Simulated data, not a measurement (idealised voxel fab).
Name of the process module below: voxel wiring stack
Each square cell in cross-section cut measures 5 nm, and the section as a whole is 275 nm wide.
Cross-section layout: square cells on a grid; listed as bands, top to bottom; a band spans one or more cell rows. Top height, bottom height, nm. Materials left to right, width each, nm. Single material + "edge to edge" = fills band edge to edge. "empty" = empty. Below 0: as-received wafer, all one material; heights counted from there. Lowest band: no bottom, goes on down, written "0 nm and below". A width such as "30 to 40" changes by the same amount from each row of cells to the next, from the band's top row to its bottom row. Where a step carries "everything unchanged", the cross-section came out of it unchanged, cell for cell. Each empty space that has no open way to the top and spans at least 8 cells appears under "Sealed internal cavities" as width x height at distance, the distance counted from the left edge, all in nm. It should be noted that, on the line of a given step, the content following the step's settings is a remark produced by the simulator itself with respect to that step. Each step line may optionally specify "overlay nm", which for a step with a mask gives the rightward distance between the mask's planned place and where it lay, a negative value indicating the leftward direction.
### This section lists the process steps that were planned
1 op RECEIVE | material Si
2 op CONFORMAL_DEP | material SiO2 | thk nm 10
3 op DIRECTIONAL_DEP | material TiN | thk nm 5
4 op DIRECTIONAL_DEP | material Ru | thk nm 20
5 op DIRECTIONAL_DEP | material aC | thk nm 10
6 op PATTERN | tone cover | mask id METAL_1 | material resist | width nm 25 | pitch nm 40 | thk nm 25 | overlay nm 0
7 op DIRECTIONAL_ETCH | etch materials aC | depth nm 10
8 op STRIP | etch materials resist
9 op DIRECTIONAL_ETCH | etch materials Ru | depth nm 20
10 op DIRECTIONAL_ETCH | etch materials TiN | depth nm 5
11 op STRIP | etch materials aC
12 op CONFORMAL_DEP | material SiN | thk nm 5
13 op FILL_DEP | material lowk | thk nm 5
14 op CMP | height nm 35
15 op CONFORMAL_DEP | material SiCN | thk nm 5
16 op DIRECTIONAL_DEP | material lowk | thk nm 20
17 op PATTERN | tone open | mask id PLUG_1 | material resist | width nm 15 | pitch nm 80 | thk nm 20 | overlay nm 0
18 op DIRECTIONAL_ETCH | etch materials lowk | depth nm 20
19 op DIRECTIONAL_ETCH | etch materials SiCN | depth nm 5
20 op STRIP | etch materials resist
21 op EPI | material Ru | thk nm 10
22 op EPI | material Ru | thk nm 10
23 op EPI | material Ru | thk nm 5
24 op DIRECTIONAL_DEP | material TiN | thk nm 5
25 op DIRECTIONAL_DEP | material W | thk nm 25
26 op DIRECTIONAL_DEP | material aC | thk nm 10
27 op PATTERN | tone cover | mask id METAL_2 | material resist | width nm 25 | pitch nm 40 | thk nm 30 | overlay nm 0
28 op DIRECTIONAL_ETCH | etch materials aC | depth nm 10
29 op STRIP | etch materials resist
30 op DIRECTIONAL_ETCH | etch materials W | depth nm 25
31 op DIRECTIONAL_ETCH | etch materials TiN | depth nm 5
32 op STRIP | etch materials aC
33 op FILL_DEP | material lowk | thk nm 10
34 op CMP | height nm 90
35 op CONFORMAL_DEP | material SiN | thk nm 5
### The cross-section here shows the wafer as received, i.e. in its state after step 1
	0 nm and below: Si edge to edge
	Sealed internal cavities: none
### Module complete - cross-section of the first of two wafers, run according to plan
	95 nm to 90 nm: SiN edge to edge
	90 nm to 65 nm: lowk 65 nm / W 25 nm / lowk 15 nm / W 25 nm / lowk 15 nm / W 25 nm / lowk 15 nm / W 25 nm / lowk 65 nm
	65 nm to 60 nm: lowk 65 nm / TiN 25 nm / lowk 15 nm / TiN 25 nm / lowk 15 nm / TiN 25 nm / lowk 15 nm / TiN 25 nm / lowk 65 nm
	60 nm to 40 nm: lowk 65 nm / Ru 15 nm / lowk 65 nm / Ru 15 nm / lowk 115 nm
	40 nm to 35 nm: SiCN 65 nm / Ru 15 nm / SiCN 65 nm / Ru 15 nm / SiCN 115 nm
	35 nm to 15 nm: lowk 60 nm / SiN 5 nm / Ru 25 nm / SiN 5 nm / lowk 5 nm / SiN 5 nm / Ru 25 nm / SiN 5 nm / lowk 5 nm / SiN 5 nm / Ru 25 nm / SiN 5 nm / lowk 5 nm / SiN 5 nm / Ru 25 nm / SiN 5 nm / lowk 60 nm
	15 nm to 10 nm: SiN 65 nm / TiN 25 nm / SiN 15 nm / TiN 25 nm / SiN 15 nm / TiN 25 nm / SiN 15 nm / TiN 25 nm / SiN 65 nm
	10 nm to 0 nm: SiO2 edge to edge
	0 nm and below: Si edge to edge
	Sealed internal cavities: none
### second wafer at the end: like start, like plan, one mistake
	95 nm to 90 nm: SiN edge to edge
	90 nm to 70 nm: lowk 80 nm / W 10 nm / lowk 15 nm / W 25 nm / lowk 30 nm / W 10 nm / lowk 15 nm / W 25 nm / lowk 65 nm
	70 nm to 65 nm: lowk 65 nm / W 25 nm / lowk 15 nm / W 25 nm / lowk 15 nm / W 25 nm / lowk 15 nm / W 25 nm / lowk 65 nm
	65 nm to 60 nm: lowk 65 nm / W 15 nm / TiN 10 nm / lowk 15 nm / TiN 25 nm / lowk 15 nm / W 15 nm / TiN 10 nm / lowk 15 nm / TiN 25 nm / lowk 65 nm
	60 nm to 45 nm: lowk 65 nm / W 15 nm / lowk 65 nm / W 15 nm / lowk 115 nm
	45 nm to 40 nm: lowk 65 nm / TiN 15 nm / lowk 65 nm / TiN 15 nm / lowk 115 nm
	40 nm to 35 nm: SiO2 edge to edge
	35 nm to 15 nm: lowk 60 nm / SiN 5 nm / Ru 25 nm / SiN 5 nm / lowk 5 nm / SiN 5 nm / Ru 25 nm / SiN 5 nm / lowk 5 nm / SiN 5 nm / Ru 25 nm / SiN 5 nm / lowk 5 nm / SiN 5 nm / Ru 25 nm / SiN 5 nm / lowk 60 nm
	15 nm to 10 nm: SiN 65 nm / TiN 25 nm / SiN 15 nm / TiN 25 nm / SiN 15 nm / TiN 25 nm / SiN 15 nm / TiN 25 nm / SiN 65 nm
	10 nm to 0 nm: SiO2 edge to edge
	0 nm and below: Si edge to edge
	Sealed internal cavities: none
So what did we get wrong on this run? for step 15, the planned setting was not used; the step was instead run as op CONFORMAL_DEP | material SiO2 | thk nm 5
The closing comparison, in cells, has the second wafer with more or fewer of some materials than the first: 30 fewer of Ru; 49 fewer of SiCN; 55 more of SiO2; 24 more of lowk
